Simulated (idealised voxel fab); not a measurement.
Presented below is a process module, voxel self aligned vias.
In the cross-section labelled cut, the width is 240 nm and each square cell is 5 nm.
Cross-sections here: square-cell grids, written as top-down lists of bands, a band being one or more rows of cells.
In this notation a band is specified by the heights of its top and bottom, in that order and in nm, after which its materials appear from left to right, each paired with its width in nm. The word "full width" attached to a single material means that material fills the band from edge to edge; the word "empty" stands for empty space.
Height 0 is the level under which the wafer as received is all one material. The lowest band goes on downwards, as in "0 down".
Read "30..40" as a graded width: first number on top, second number at the bottom, same change between each pair of neighbouring rows.
Reading "no change occurred" for a step: not a cell of the cross-section changed in it.
"Closed internal voids": empty spaces of 8 cells or more with no open way to the top, each given as width x height at distance, distance from the left edge, all in nm.
Post-settings text on a step line: simulator's own remark regarding the step.
overlay nm: step with mask; distance mask lay right of planned place; negative value = left of planned place.

## Listed below are the process steps as planned
| 1 | op RECEIVE | material Si |
| 2 | op CONFORMAL_DEP | material SiO2 | thk nm 15 |
| 3 | op CONFORMAL_DEP | material SiCN | thk nm 5 |
| 4 | op DIRECTIONAL_DEP | material SiO2 | thk nm 20 |
| 5 | op DIRECTIONAL_DEP | material aC | thk nm 10 |
| 6 | op PATTERN | tone open | mask id LINES | material resist | width nm 25 | pitch nm 55 | thk nm 30 | overlay nm 0 |
| 7 | op DIRECTIONAL_ETCH | etch materials aC | depth nm 10 |
| 8 | op STRIP | etch materials resist |
| 9 | op DIRECTIONAL_ETCH | etch materials SiO2 | depth nm 20 |
| 10 | op STRIP | etch materials aC |
| 11 | op CONFORMAL_DEP | material TiN | thk nm 5 |
| 12 | op FILL_DEP | material W | thk nm 5 |
| 13 | op CMP | height nm 40 |
| 14 | op SELECTIVE_ETCH | etch materials W Ru TiN | depth nm 5 |
| 15 | op FILL_DEP | material SiN | thk nm 5 |
| 16 | op CMP | height nm 40 |
| 17 | op DIRECTIONAL_DEP | material SiO2 | thk nm 20 |
| 18 | op DIRECTIONAL_DEP | material aC | thk nm 10 |
| 19 | op PATTERN | tone open | mask id VIAS | material resist | width nm 35 | pitch nm 55 | thk nm 25 | overlay nm 0 |
| 20 | op DIRECTIONAL_ETCH | etch materials aC | depth nm 10 |
| 21 | op STRIP | etch materials resist |
| 22 | op DIRECTIONAL_ETCH | etch materials SiO2 | depth nm 20 |
| 23 | op DIRECTIONAL_ETCH | etch materials SiN | depth nm 5 |
| 24 | op STRIP | etch materials aC |
| 25 | op CONFORMAL_DEP | material TiN | thk nm 5 |
| 26 | op FILL_DEP | material Ru | thk nm 5 |
| 27 | op CMP | height nm 60 |
| 28 | op CONFORMAL_DEP | material SiN | thk nm 5 |

## Of two wafers, the first: run according to plan

## Cross-section of the wafer at receipt, which is the condition after step 1
* 0 down = Si full width
* Closed internal voids: none

## After step 2: wafer cross-section
* 15 to 0 = SiO2 full width
* Beneath the level 0, the cross-section is identical to its previous state.

## After step 3: wafer cross-section
* 20 to 15 = SiCN full width
* Beneath the level 15, the cross-section is identical to its previous state.

## After step 4: wafer cross-section
* 40 to 20 = SiO2 full width
* Beneath the level 20, the cross-section is identical to its previous state.

## After step 5: wafer cross-section
* 50 to 40 = aC full width
* Beneath the level 40, the cross-section is identical to its previous state.

## After step 6: wafer cross-section
* 80 to 50 = resist 80 nm; empty 25 nm; resist 30 nm; empty 25 nm; resist 80 nm
* Beneath the level 50, the cross-section is identical to its previous state.

## After step 7: wafer cross-section
* 70 to 50 = resist 80 nm; empty 25 nm; resist 30 nm; empty 25 nm; resist 80 nm
* 50 to 40 = aC 80 nm; empty 25 nm; aC 30 nm; empty 25 nm; aC 80 nm
* Beneath the level 40, the cross-section is identical to its previous state.

## After step 8: wafer cross-section
* 50 to 40 = aC 80 nm; empty 25 nm; aC 30 nm; empty 25 nm; aC 80 nm
* Beneath the level 40, the cross-section is identical to its previous state.

## After step 9: wafer cross-section
* 50 to 40 = aC 80 nm; empty 25 nm; aC 30 nm; empty 25 nm; aC 80 nm
* 40 to 20 = SiO2 80 nm; empty 25 nm; SiO2 30 nm; empty 25 nm; SiO2 80 nm
* Beneath the level 20, the cross-section is identical to its previous state.

## After step 10: wafer cross-section
* 40 to 20 = SiO2 80 nm; empty 25 nm; SiO2 30 nm; empty 25 nm; SiO2 80 nm
* Beneath the level 20, the cross-section is identical to its previous state.

## After step 11: wafer cross-section
* 45 to 40 = TiN 85 nm; empty 15 nm; TiN 40 nm; empty 15 nm; TiN 85 nm
* 40 to 25 = SiO2 80 nm; TiN 5 nm; empty 15 nm; TiN 5 nm; SiO2 30 nm; TiN 5 nm; empty 15 nm; TiN 5 nm; SiO2 80 nm
* 25 to 20 = SiO2 80 nm; TiN 25 nm; SiO2 30 nm; TiN 25 nm; SiO2 80 nm
* Beneath the level 20, the cross-section is identical to its previous state.

## After step 12: wafer cross-section
* 50 to 45 = W full width
* 45 to 40 = TiN 85 nm; W 15 nm; TiN 40 nm; W 15 nm; TiN 85 nm
* 40 to 25 = SiO2 80 nm; TiN 5 nm; W 15 nm; TiN 5 nm; SiO2 30 nm; TiN 5 nm; W 15 nm; TiN 5 nm; SiO2 80 nm
* Beneath the level 25, the cross-section is identical to its previous state.

## After step 13: wafer cross-section
* 40 to 25 = SiO2 80 nm; TiN 5 nm; W 15 nm; TiN 5 nm; SiO2 30 nm; TiN 5 nm; W 15 nm; TiN 5 nm; SiO2 80 nm
* Beneath the level 25, the cross-section is identical to its previous state.

## After step 14: wafer cross-section
* 40 to 35 = SiO2 80 nm; empty 25 nm; SiO2 30 nm; empty 25 nm; SiO2 80 nm
* Beneath the level 35, the cross-section is identical to its previous state.

## After step 15: wafer cross-section
* 45 to 40 = SiN full width
* 40 to 35 = SiO2 80 nm; SiN 25 nm; SiO2 30 nm; SiN 25 nm; SiO2 80 nm
* Beneath the level 35, the cross-section is identical to its previous state.

## After step 16: wafer cross-section
* 40 to 35 = SiO2 80 nm; SiN 25 nm; SiO2 30 nm; SiN 25 nm; SiO2 80 nm
* Beneath the level 35, the cross-section is identical to its previous state.

## After step 17: wafer cross-section
* 60 to 40 = SiO2 full width
* Beneath the level 40, the cross-section is identical to its previous state.

## After step 18: wafer cross-section
* 70 to 60 = aC full width
* Beneath the level 60, the cross-section is identical to its previous state.

## After step 19: wafer cross-section
* 95 to 70 = resist 75 nm; empty 35 nm; resist 20 nm; empty 35 nm; resist 75 nm
* Beneath the level 70, the cross-section is identical to its previous state.

## After step 20: wafer cross-section
* 85 to 70 = resist 75 nm; empty 35 nm; resist 20 nm; empty 35 nm; resist 75 nm
* 70 to 60 = aC 75 nm; empty 35 nm; aC 20 nm; empty 35 nm; aC 75 nm
* Beneath the level 60, the cross-section is identical to its previous state.

## After step 21: wafer cross-section
* 70 to 60 = aC 75 nm; empty 35 nm; aC 20 nm; empty 35 nm; aC 75 nm
* Beneath the level 60, the cross-section is identical to its previous state.

## After step 22: wafer cross-section
* 70 to 60 = aC 75 nm; empty 35 nm; aC 20 nm; empty 35 nm; aC 75 nm
* 60 to 40 = SiO2 75 nm; empty 35 nm; SiO2 20 nm; empty 35 nm; SiO2 75 nm
* Beneath the level 40, the cross-section is identical to its previous state.

## After step 23: wafer cross-section
* 70 to 60 = aC 75 nm; empty 35 nm; aC 20 nm; empty 35 nm; aC 75 nm
* 60 to 40 = SiO2 75 nm; empty 35 nm; SiO2 20 nm; empty 35 nm; SiO2 75 nm
* 40 to 35 = SiO2 80 nm; empty 25 nm; SiO2 30 nm; empty 25 nm; SiO2 80 nm
* Beneath the level 35, the cross-section is identical to its previous state.

## After step 24: wafer cross-section
* 60 to 40 = SiO2 75 nm; empty 35 nm; SiO2 20 nm; empty 35 nm; SiO2 75 nm
* Beneath the level 40, the cross-section is identical to its previous state.

## After step 25: wafer cross-section
* 65 to 60 = TiN 80 nm; empty 25 nm; TiN 30 nm; empty 25 nm; TiN 80 nm
* 60 to 45 = SiO2 75 nm; TiN 5 nm; empty 25 nm; TiN 5 nm; SiO2 20 nm; TiN 5 nm; empty 25 nm; TiN 5 nm; SiO2 75 nm
* 45 to 40 = SiO2 75 nm; TiN 10 nm; empty 15 nm; TiN 10 nm; SiO2 20 nm; TiN 10 nm; empty 15 nm; TiN 10 nm; SiO2 75 nm
* 40 to 35 = SiO2 80 nm; TiN 25 nm; SiO2 30 nm; TiN 25 nm; SiO2 80 nm
* Beneath the level 35, the cross-section is identical to its previous state.

## After step 26: wafer cross-section
* 70 to 65 = Ru full width
* 65 to 60 = TiN 80 nm; Ru 25 nm; TiN 30 nm; Ru 25 nm; TiN 80 nm
* 60 to 45 = SiO2 75 nm; TiN 5 nm; Ru 25 nm; TiN 5 nm; SiO2 20 nm; TiN 5 nm; Ru 25 nm; TiN 5 nm; SiO2 75 nm
* 45 to 40 = SiO2 75 nm; TiN 10 nm; Ru 15 nm; TiN 10 nm; SiO2 20 nm; TiN 10 nm; Ru 15 nm; TiN 10 nm; SiO2 75 nm
* Beneath the level 40, the cross-section is identical to its previous state.

## After step 27: wafer cross-section
* 60 to 45 = SiO2 75 nm; TiN 5 nm; Ru 25 nm; TiN 5 nm; SiO2 20 nm; TiN 5 nm; Ru 25 nm; TiN 5 nm; SiO2 75 nm
* Beneath the level 45, the cross-section is identical to its previous state.

## After step 28: wafer cross-section
* 65 to 60 = SiN full width
* Beneath the level 60, the cross-section is identical to its previous state.

## Wafer two of the pair: same origin, same plan, one error during the run; identical to wafer one up to and including step 18

## The second wafer cut through, at the time step 19 was supposed to be finished
* 95 to 70 = resist 80 nm; empty 30 nm; resist 25 nm; empty 30 nm; resist 75 nm
* Beneath the level 70, the cross-section is identical to its previous state.

## The second wafer cut through, at the time step 20 was supposed to be finished
* 85 to 70 = resist 80 nm; empty 30 nm; resist 25 nm; empty 30 nm; resist 75 nm
* 70 to 60 = aC 80 nm; empty 30 nm; aC 25 nm; empty 30 nm; aC 75 nm
* Beneath the level 60, the cross-section is identical to its previous state.

## The second wafer cut through, at the time step 21 was supposed to be finished
* 70 to 60 = aC 80 nm; empty 30 nm; aC 25 nm; empty 30 nm; aC 75 nm
* Beneath the level 60, the cross-section is identical to its previous state.

## The second wafer cut through, at the time step 22 was supposed to be finished
* 70 to 60 = aC 80 nm; empty 30 nm; aC 25 nm; empty 30 nm; aC 75 nm
* 60 to 40 = SiO2 80 nm; empty 30 nm; SiO2 25 nm; empty 30 nm; SiO2 75 nm
* Beneath the level 40, the cross-section is identical to its previous state.

## The second wafer cut through, at the time step 23 was supposed to be finished
* 70 to 60 = aC 80 nm; empty 30 nm; aC 25 nm; empty 30 nm; aC 75 nm
* 60 to 40 = SiO2 80 nm; empty 30 nm; SiO2 25 nm; empty 30 nm; SiO2 75 nm
* 40 to 35 = SiO2 80 nm; empty 25 nm; SiO2 30 nm; empty 25 nm; SiO2 80 nm
* Beneath the level 35, the cross-section is identical to its previous state.

## The second wafer cut through, at the time step 24 was supposed to be finished
* 60 to 40 = SiO2 80 nm; empty 30 nm; SiO2 25 nm; empty 30 nm; SiO2 75 nm
* Beneath the level 40, the cross-section is identical to its previous state.

## The second wafer cut through, at the time step 25 was supposed to be finished
* 65 to 60 = TiN 85 nm; empty 20 nm; TiN 35 nm; empty 20 nm; TiN 80 nm
* 60 to 45 = SiO2 80 nm; TiN 5 nm; empty 20 nm; TiN 5 nm; SiO2 25 nm; TiN 5 nm; empty 20 nm; TiN 5 nm; SiO2 75 nm
* 45 to 40 = SiO2 80 nm; TiN 5 nm; empty 15 nm; TiN 10 nm; SiO2 25 nm; TiN 5 nm; empty 15 nm; TiN 10 nm; SiO2 75 nm
* 40 to 35 = SiO2 80 nm; TiN 25 nm; SiO2 30 nm; TiN 25 nm; SiO2 80 nm
* Beneath the level 35, the cross-section is identical to its previous state.

## The second wafer cut through, at the time step 26 was supposed to be finished
* 70 to 65 = Ru full width
* 65 to 60 = TiN 85 nm; Ru 20 nm; TiN 35 nm; Ru 20 nm; TiN 80 nm
* 60 to 45 = SiO2 80 nm; TiN 5 nm; Ru 20 nm; TiN 5 nm; SiO2 25 nm; TiN 5 nm; Ru 20 nm; TiN 5 nm; SiO2 75 nm
* 45 to 40 = SiO2 80 nm; TiN 5 nm; Ru 15 nm; TiN 10 nm; SiO2 25 nm; TiN 5 nm; Ru 15 nm; TiN 10 nm; SiO2 75 nm
* Beneath the level 40, the cross-section is identical to its previous state.

## The second wafer cut through, at the time step 27 was supposed to be finished
* 60 to 45 = SiO2 80 nm; TiN 5 nm; Ru 20 nm; TiN 5 nm; SiO2 25 nm; TiN 5 nm; Ru 20 nm; TiN 5 nm; SiO2 75 nm
* Beneath the level 45, the cross-section is identical to its previous state.

## The second wafer cut through, at the time step 28 was supposed to be finished
* 65 to 60 = SiN full width
* Beneath the level 60, the cross-section is identical to its previous state.
what went wrong: step 19 went in with a setting other than planned; the actual run was op PATTERN | tone open | mask id VIAS | material resist | width nm 30 | pitch nm 55 | thk nm 25 | overlay nm 0
Final tally in cells, some materials are higher or lower on the second wafer than on the first: Ru -6, SiO2 +8, TiN -2
